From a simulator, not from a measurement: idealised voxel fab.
The process module presented herein is designated voxel self aligned contacts.
It is cross-section cut that appears here, measuring 160 nm in width, its square cells being 5 nm in size.
Cross-section layout: square cells on a grid; listed as bands, top to bottom; a band spans one or more cell rows.
Look at the band entry: it leads with the top's height and the bottom's height in nm. Then it lists the materials left to right, with a width in nm for each. The word "full width" on a single material says that material fills the band edge to edge. The word "empty" is empty space.
Height datum 0, below which the as-received substrate wafer is one material. Lowest band open at the bottom, running downward: "0 nm and below".
So if you see something like "30->40" for the width, read it as the top row of the band sitting at the first number and the bottom row at the second, with every row in between moving by the same amount as the last.
"nothing different", as given for a step, is the statement that not any cell of the cross-section underwent a change during that step.
Closed empty spaces (no open way to the top) of 8 cells or more are what "Closed empty spaces" lists, each as width x height at distance from the left edge, nm for all three.
The remark found on a step's line after its settings is issued by the simulator itself and pertains to that step.
What "overlay nm" on a step's line means: if the step has a mask, that mask lay this far to the right of its planned place, or, when the value is negative, to the left.
-- These are the steps we planned for the process
1 RECEIVE,material Si
2 CONFORMAL_DEP,material SiO2,thk nm 5
3 DIRECTIONAL_DEP,material polySi,thk nm 20
4 DIRECTIONAL_DEP,material SiN,thk nm 15
5 DIRECTIONAL_DEP,material aC,thk nm 15
6 PATTERN,tone cover,mask id GATE,material resist,width nm 30,pitch nm 65,thk nm 30,overlay nm 0
7 DIRECTIONAL_ETCH,etch materials aC,depth nm 15
8 STRIP,etch materials resist
9 DIRECTIONAL_ETCH,etch materials SiN,depth nm 15
10 DIRECTIONAL_ETCH,etch materials polySi,depth nm 20
11 STRIP,etch materials aC
12 CONFORMAL_DEP,material SiN,thk nm 5
13 DIRECTIONAL_ETCH,etch materials SiN,depth nm 5
14 FILL_DEP,material SiO2,thk nm 15
15 CMP,height nm 45
16 DIRECTIONAL_DEP,material aC,thk nm 15
17 PATTERN,tone open,mask id CONTACT,material resist,width nm 45,thk nm 30,overlay nm 0
18 DIRECTIONAL_ETCH,etch materials aC,depth nm 15
19 STRIP,etch materials resist
20 DIRECTIONAL_ETCH,etch materials SiO2,depth nm 45
21 STRIP,etch materials aC
22 CONFORMAL_DEP,material TiN,thk nm 5
23 FILL_DEP,material W,thk nm 10
24 CMP,height nm 45
25 CONFORMAL_DEP,material SiCN,thk nm 5
-- Wafer as received: cross-section following step 1
    0 nm and below  Si full width
    Closed empty spaces: none
-- Module complete, cross-section. Starting point and plan per above. One mistake made in running the module
    50 nm to 45 nm  SiCN full width
    45 nm to 40 nm  55 of SiO2, then 15 of TiN, then 15 of W, then 15 of TiN, then 60 of SiO2
    40 nm to 30 nm  25 of SiO2, then 40 of SiN, then 5 of TiN, then 15 of W, then 5 of TiN, then 40 of SiN, then 30 of SiO2
    30 nm to 25 nm  25 of SiO2, then 40 of SiN, then 25 of TiN, then 40 of SiN, then 30 of SiO2
    25 nm to 5 nm  SiCN full width
    5 nm to 0 nm  SiO2 full width
    0 nm and below  Si full width
    Closed empty spaces: none
what went wrong: step 3 changed vs plan, executed as DIRECTIONAL_DEP,material SiCN,thk nm 20
